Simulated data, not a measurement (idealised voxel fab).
process module | voxel capacitor over wiring
cross-section cut | 235 nm wide | cells 5 nm
A cross-section is a grid of square cells, given in bands from the top down. A band is one or more rows of cells.
Each band's line starts with the height of the band's top and of its bottom, in nm. Then come its materials from left to right, each with its width in nm. One material with "throughout" fills the band from edge to edge. "air" is empty space.
Height 0 is the level under which the wafer as received is all one material. The lowest band goes on downwards, as in "0 down".
A width such as "30 to 40" changes by the same amount from each row of cells to the next, from the band's top row to its bottom row.
"no change" after a step means that no cell of the cross-section changed.
closed voids: empty space of 8 cells or more with no open way to the top, each as width x height at its distance from the left edge, in nm
after a step's settings: what the simulator itself notes on the step
overlay nm, on a step with a mask: how far to the right of its planned place the mask lay; to the left if negative
plan
1 op RECEIVE | material Si
2 op CONFORMAL_DEP | material SiO2 | thk nm 10
3 op CONFORMAL_DEP | material SiCN | thk nm 5
4 op DIRECTIONAL_DEP | material SiO2 | thk nm 15
5 op PATTERN | tone open | mask id METAL_1 | material resist | width nm 30 | pitch nm 100 | thk nm 20 | overlay nm 0
6 op DIRECTIONAL_ETCH | etch materials SiO2 | depth nm 15
7 op DIRECTIONAL_ETCH | etch materials SiCN | depth nm 5
8 op STRIP | etch materials resist
9 op CONFORMAL_DEP | material TiN | thk nm 5
10 op FILL_DEP | material Cu | thk nm 5
11 op CMP | height nm 30
12 op CONFORMAL_DEP | material SiCN | thk nm 5
13 op DIRECTIONAL_DEP | material lowk | thk nm 15
14 op MASKED_ETCH | tone open | mask id PLUG_1 | width nm 15 | etch materials lowk | depth nm 15 | overlay nm 0
15 op MASKED_ETCH | tone open | mask id PLUG_1 | width nm 15 | etch materials SiCN | depth nm 5 | overlay nm -15
16 op EPI | material Ru | thk nm 10
17 op EPI | material Ru | thk nm 10
18 op DIRECTIONAL_DEP | material TiN | thk nm 5
19 op DIRECTIONAL_DEP | material Al2O3 | thk nm 5
20 op DIRECTIONAL_DEP | material TiN | thk nm 5
21 op MASKED_ETCH | tone cover | mask id UPPER_PLATE | width nm 75 | etch materials TiN | depth nm 5 | overlay nm 0
22 op MASKED_ETCH | tone cover | mask id UPPER_PLATE | width nm 75 | etch materials Al2O3 | depth nm 5 | overlay nm 0
23 op PATTERN | tone cover | mask id LOWER_PLATE | material resist | width nm 85 | thk nm 15 | overlay nm 0
24 op DIRECTIONAL_ETCH | etch materials TiN | depth nm 5
25 op STRIP | etch materials resist
26 op FILL_DEP | material SiO2 | thk nm 15
27 op CMP | height nm 75
28 op DIRECTIONAL_DEP | material aC | thk nm 10
29 op PATTERN | tone open | mask id PLUG_2 | material resist | width nm 15 | thk nm 30 | overlay nm 0
30 op DIRECTIONAL_ETCH | etch materials aC | depth nm 10
31 op STRIP | etch materials resist
32 op DIRECTIONAL_ETCH | etch materials SiO2 | depth nm 10
33 op STRIP | etch materials aC
34 op CONFORMAL_DEP | material TiN | thk nm 5
35 op FILL_DEP | material Cu | thk nm 10
36 op CMP | height nm 75
37 op CONFORMAL_DEP | material SiCN | thk nm 5
varied across the wafers: overlay nm of step 15. The plan shows the first wafer's value. All wafers start alike
first wafer as received, after step 1
  0 down: Si throughout
  closed voids: none
each wafer at the end: cells of each material gained (+) or lost (-) since it was received, then its closed voids
overlay nm -15 | +15 Al2O3 | +25 Cu | +129 SiCN | +390 SiO2 | +61 TiN | +132 lowk | closed voids: none
overlay nm -10 | +15 Al2O3 | +25 Cu | +10 Ru | +128 SiCN | +381 SiO2 | +61 TiN | +132 lowk | closed voids: none
overlay nm -5 | +15 Al2O3 | +25 Cu | +11 Ru | +127 SiCN | +381 SiO2 | +61 TiN | +132 lowk | closed voids: none
overlay nm 0 | +15 Al2O3 | +25 Cu | +12 Ru | +126 SiCN | +381 SiO2 | +61 TiN | +132 lowk | closed voids: none
overlay nm 5 | +15 Al2O3 | +25 Cu | +11 Ru | +127 SiCN | +381 SiO2 | +61 TiN | +132 lowk | closed voids: none
overlay nm 10 | +15 Al2O3 | +25 Cu | +10 Ru | +128 SiCN | +381 SiO2 | +61 TiN | +132 lowk | closed voids: none
overlay nm 15 | +15 Al2O3 | +25 Cu | +129 SiCN | +390 SiO2 | +61 TiN | +132 lowk | closed voids: none
